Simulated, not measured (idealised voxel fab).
Title: Process Module voxel tone inversion
The cross-section shown here is cut; it is 300 nm wide and divided into square cells measuring 5 nm on a side.
Just so we're on the same page, the cross-sections are grids of square cells, and they're listed out in bands top to bottom, each band one or more rows deep.
Band entry format. Leading values: height of top, height of bottom, nm. Remainder: materials in left-to-right order, each with its width in nm. Special words: "everywhere" on a single material, which then fills the band edge to edge; "blank", empty space.
Heights are expressed relative to 0, this being the level below which the as-received wafer comprises one material exclusively. The lowest band is unbounded in the downward direction and is denoted as in "0 and below".
A width such as "30 to 40" changes by the same amount from each row of cells to the next, from the band's top row to its bottom row.
The designation "identical to before", where it is given for a processing step, indicates that no cell of the cross-section was altered in the course of that step.
Closed empty spaces (no open way to the top) of 8 cells or more are what "Voids lacking openings" lists, each as width x height at distance from the left edge, nm for all three.
Whatever follows a step's settings on its line is a remark the simulator itself makes about that step.
The line of a step may include "overlay nm". On a step with a mask, this value is how far to the right of its planned place the mask lay. A negative value means the mask lay to the left.

# This section lists the process steps that were planned
1: op RECEIVE | material Si
2: op CONFORMAL_DEP | material SiN | thk nm 5
3: op DIRECTIONAL_DEP | material polySi | thk nm 15
4: op PATTERN | tone cover | mask id POSTS | material resist | width nm 15 | pitch nm 40 | thk nm 20 | overlay nm 0
5: op DIRECTIONAL_ETCH | etch materials polySi | depth nm 15
6: op STRIP | etch materials resist
7: op FILL_DEP | material SiO2 | thk nm 10
8: op CMP | height nm 20
9: op STRIP | etch materials polySi
10: op CONFORMAL_DEP | material TiN | thk nm 5
11: op FILL_DEP | material Ru | thk nm 10
12: op CMP | height nm 20
13: op CONFORMAL_DEP | material SiN | thk nm 5

# First of two wafers, with the run carried out as planned

# Cross-section of the wafer at receipt, which is the condition after step 1
  0 and below  Si everywhere
  Voids lacking openings: none

# Wafer section view after processing step 2
  5 down to 0  SiN everywhere
  Note: structure below 0 unchanged.

# Wafer section view after processing step 3
  20 down to 5  polySi everywhere
  Note: structure below 5 unchanged.

# Wafer section view after processing step 4
  40 down to 20  blank (100), then resist (15), then blank (25), then resist (15), then blank (25), then resist (15), then blank (105)
  Note: structure below 20 unchanged.

# Wafer section view after processing step 5
  40 down to 20  blank (100), then resist (15), then blank (25), then resist (15), then blank (25), then resist (15), then blank (105)
  20 down to 5  blank (100), then polySi (15), then blank (25), then polySi (15), then blank (25), then polySi (15), then blank (105)
  Note: structure below 5 unchanged.

# Wafer section view after processing step 6
  20 down to 5  blank (100), then polySi (15), then blank (25), then polySi (15), then blank (25), then polySi (15), then blank (105)
  Note: structure below 5 unchanged.

# Wafer section view after processing step 7
  30 down to 20  SiO2 everywhere
  20 down to 5  SiO2 (100), then polySi (15), then SiO2 (25), then polySi (15), then SiO2 (25), then polySi (15), then SiO2 (105)
  Note: structure below 5 unchanged.

# Wafer section view after processing step 8
  20 down to 5  SiO2 (100), then polySi (15), then SiO2 (25), then polySi (15), then SiO2 (25), then polySi (15), then SiO2 (105)
  Note: structure below 5 unchanged.

# Wafer section view after processing step 9
  20 down to 5  SiO2 (100), then blank (15), then SiO2 (25), then blank (15), then SiO2 (25), then blank (15), then SiO2 (105)
  Note: structure below 5 unchanged.

# Wafer section view after processing step 10
  25 down to 20  TiN (105), then blank (5), then TiN (35), then blank (5), then TiN (35), then blank (5), then TiN (110)
  20 down to 10  SiO2 (100), then TiN (5), then blank (5), then TiN (5), then SiO2 (25), then TiN (5), then blank (5), then TiN (5), then SiO2 (25), then TiN (5), then blank (5), then TiN (5), then SiO2 (105)
  10 down to 5  SiO2 (100), then TiN (15), then SiO2 (25), then TiN (15), then SiO2 (25), then TiN (15), then SiO2 (105)
  Note: structure below 5 unchanged.

# Wafer section view after processing step 11
  35 down to 25  Ru everywhere
  25 down to 20  TiN (105), then Ru (5), then TiN (35), then Ru (5), then TiN (35), then Ru (5), then TiN (110)
  20 down to 10  SiO2 (100), then TiN (5), then Ru (5), then TiN (5), then SiO2 (25), then TiN (5), then Ru (5), then TiN (5), then SiO2 (25), then TiN (5), then Ru (5), then TiN (5), then SiO2 (105)
  Note: structure below 10 unchanged.

# Wafer section view after processing step 12
  20 down to 10  SiO2 (100), then TiN (5), then Ru (5), then TiN (5), then SiO2 (25), then TiN (5), then Ru (5), then TiN (5), then SiO2 (25), then TiN (5), then Ru (5), then TiN (5), then SiO2 (105)
  Note: structure below 10 unchanged.

# Wafer section view after processing step 13
  25 down to 20  SiN everywhere
  Note: structure below 20 unchanged.

# Wafer two of the pair: same origin, same plan, one error during the run; identical to wafer one up to and including step 1

# Second wafer, sectioned view, at step 2's planned end time
  5 down to 0  TiN everywhere
  Note: structure below 0 unchanged.

# Second wafer, sectioned view, at step 3's planned end time
  20 down to 5  polySi everywhere
  Note: structure below 5 unchanged.

# Second wafer, sectioned view, at step 4's planned end time
  40 down to 20  blank (100), then resist (15), then blank (25), then resist (15), then blank (25), then resist (15), then blank (105)
  Note: structure below 20 unchanged.

# Second wafer, sectioned view, at step 5's planned end time
  40 down to 20  blank (100), then resist (15), then blank (25), then resist (15), then blank (25), then resist (15), then blank (105)
  20 down to 5  blank (100), then polySi (15), then blank (25), then polySi (15), then blank (25), then polySi (15), then blank (105)
  Note: structure below 5 unchanged.

# Second wafer, sectioned view, at step 6's planned end time
  20 down to 5  blank (100), then polySi (15), then blank (25), then polySi (15), then blank (25), then polySi (15), then blank (105)
  Note: structure below 5 unchanged.

# Second wafer, sectioned view, at step 7's planned end time
  30 down to 20  SiO2 everywhere
  20 down to 5  SiO2 (100), then polySi (15), then SiO2 (25), then polySi (15), then SiO2 (25), then polySi (15), then SiO2 (105)
  Note: structure below 5 unchanged.

# Second wafer, sectioned view, at step 8's planned end time
  20 down to 5  SiO2 (100), then polySi (15), then SiO2 (25), then polySi (15), then SiO2 (25), then polySi (15), then SiO2 (105)
  Note: structure below 5 unchanged.

# Second wafer, sectioned view, at step 9's planned end time
  20 down to 5  SiO2 (100), then blank (15), then SiO2 (25), then blank (15), then SiO2 (25), then blank (15), then SiO2 (105)
  Note: structure below 5 unchanged.

# Second wafer, sectioned view, at step 10's planned end time
  25 down to 20  TiN (105), then blank (5), then TiN (35), then blank (5), then TiN (35), then blank (5), then TiN (110)
  20 down to 10  SiO2 (100), then TiN (5), then blank (5), then TiN (5), then SiO2 (25), then TiN (5), then blank (5), then TiN (5), then SiO2 (25), then TiN (5), then blank (5), then TiN (5), then SiO2 (105)
  10 down to 5  SiO2 (100), then TiN (15), then SiO2 (25), then TiN (15), then SiO2 (25), then TiN (15), then SiO2 (105)
  Note: structure below 5 unchanged.

# Second wafer, sectioned view, at step 11's planned end time
  35 down to 25  Ru everywhere
  25 down to 20  TiN (105), then Ru (5), then TiN (35), then Ru (5), then TiN (35), then Ru (5), then TiN (110)
  20 down to 10  SiO2 (100), then TiN (5), then Ru (5), then TiN (5), then SiO2 (25), then TiN (5), then Ru (5), then TiN (5), then SiO2 (25), then TiN (5), then Ru (5), then TiN (5), then SiO2 (105)
  Note: structure below 10 unchanged.

# Second wafer, sectioned view, at step 12's planned end time
  20 down to 10  SiO2 (100), then TiN (5), then Ru (5), then TiN (5), then SiO2 (25), then TiN (5), then Ru (5), then TiN (5), then SiO2 (25), then TiN (5), then Ru (5), then TiN (5), then SiO2 (105)
  Note: structure below 10 unchanged.

# Second wafer, sectioned view, at step 13's planned end time
  25 down to 20  SiN everywhere
  Note: structure below 20 unchanged.
What was done differently from what was planned? in deviation from the planned setting, step 2 was conducted as op CONFORMAL_DEP | material TiN | thk nm 5
End check, counted in cells, second wafer has more or fewer of these materials than the first: SiN -60, TiN +60
